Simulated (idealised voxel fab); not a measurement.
process module | voxel spacer lines
cross-section cut | 140 nm wide | cells 5 nm
A cross-section is a grid of square cells, given in bands from the top down. A band is one or more rows of cells.
Each band's line starts with the height of the band's top and of its bottom, in nm. Then come its materials from left to right, each with its width in nm. One material with "throughout" fills the band from edge to edge. "air" is empty space.
Height 0 is the level under which the wafer as received is all one material. The lowest band goes on downwards, as in "0 down".
A width such as "30 to 40" changes by the same amount from each row of cells to the next, from the band's top row to its bottom row.
"no change" after a step means that no cell of the cross-section changed.
closed voids: empty space of 8 cells or more with no open way to the top, each as width x height at its distance from the left edge, in nm
after a step's settings: what the simulator itself notes on the step
overlay nm, on a step with a mask: how far to the right of its planned place the mask lay; to the left if negative
plan
1 op RECEIVE | material Si
2 op CONFORMAL_DEP | material SiO2 | thk nm 5
3 op DIRECTIONAL_DEP | material W | thk nm 20
4 op DIRECTIONAL_DEP | material aC | thk nm 30
5 op PATTERN | tone cover | mask id MANDREL | material resist | width nm 25 | pitch nm 80 | thk nm 40 | overlay nm 0
6 op DIRECTIONAL_ETCH | etch materials aC | depth nm 30
7 op STRIP | etch materials resist
8 op CONFORMAL_DEP | material SiN | thk nm 15
9 op DIRECTIONAL_ETCH | etch materials SiN | depth nm 15
10 op STRIP | etch materials aC
11 op DIRECTIONAL_ETCH | etch materials W | depth nm 20
12 op STRIP | etch materials SiN
13 op FILL_DEP | material SiO2 | thk nm 5
14 op CMP | height nm 25
first wafer, as planned
as received, after step 1
  0 down: Si throughout
  closed voids: none
after step 2
  5 to 0: SiO2 throughout
  below 0: unchanged
after step 3
  25 to 5: W throughout
  below 5: unchanged
after step 4
  55 to 25: aC throughout
  below 25: unchanged
after step 5
  95 to 55: air 15 | resist 25 | air 55 | resist 25 | air 20
  below 55: unchanged
after step 6
  65 to 55: air 15 | resist 25 | air 55 | resist 25 | air 20
  55 to 25: air 15 | aC 25 | air 55 | aC 25 | air 20
  below 25: unchanged
after step 7
  55 to 25: air 15 | aC 25 | air 55 | aC 25 | air 20
  below 25: unchanged
after step 8
  70 to 55: SiN 55 | air 25 | SiN 55 | air 5
  55 to 40: SiN 15 | aC 25 | SiN 15 | air 25 | SiN 15 | aC 25 | SiN 15 | air 5
  40 to 25: SiN 15 | aC 25 | SiN 55 | aC 25 | SiN 20
  below 25: unchanged
after step 9
  55 to 25: SiN 15 | aC 25 | SiN 15 | air 25 | SiN 15 | aC 25 | SiN 15 | air 5
  below 25: unchanged
after step 10
  55 to 25: SiN 15 | air 25 | SiN 15 | air 25 | SiN 15 | air 25 | SiN 15 | air 5
  below 25: unchanged
after step 11
  55 to 25: SiN 15 | air 25 | SiN 15 | air 25 | SiN 15 | air 25 | SiN 15 | air 5
  25 to 5: W 15 | air 25 | W 15 | air 25 | W 15 | air 25 | W 15 | air 5
  below 5: unchanged
after step 12
  25 to 5: W 15 | air 25 | W 15 | air 25 | W 15 | air 25 | W 15 | air 5
  below 5: unchanged
after step 13
  30 to 25: SiO2 throughout
  25 to 5: W 15 | SiO2 25 | W 15 | SiO2 25 | W 15 | SiO2 25 | W 15 | SiO2 5
  below 5: unchanged
after step 14
  25 to 5: W 15 | SiO2 25 | W 15 | SiO2 25 | W 15 | SiO2 25 | W 15 | SiO2 5
  below 5: unchanged
second wafer: like start, like plan, one mistake. Through step 11 it matches the first wafer
when step 12 should have ended
  25 to 5: W 15 | air 25 | W 15 | air 25 | W 15 | air 25 | W 15 | air 5
  below 5: unchanged
when step 13 should have ended
  30 to 25: SiO2 throughout
  25 to 5: W 15 | SiO2 25 | W 15 | SiO2 25 | W 15 | SiO2 25 | W 15 | SiO2 5
  below 5: unchanged
when step 14 should have ended
  25 to 5: W 15 | SiO2 25 | W 15 | SiO2 25 | W 15 | SiO2 25 | W 15 | SiO2 5
  below 5: unchanged
what went wrong: step 12 was run twice
at the end the two cross-sections are the same: no effect in what this model computes
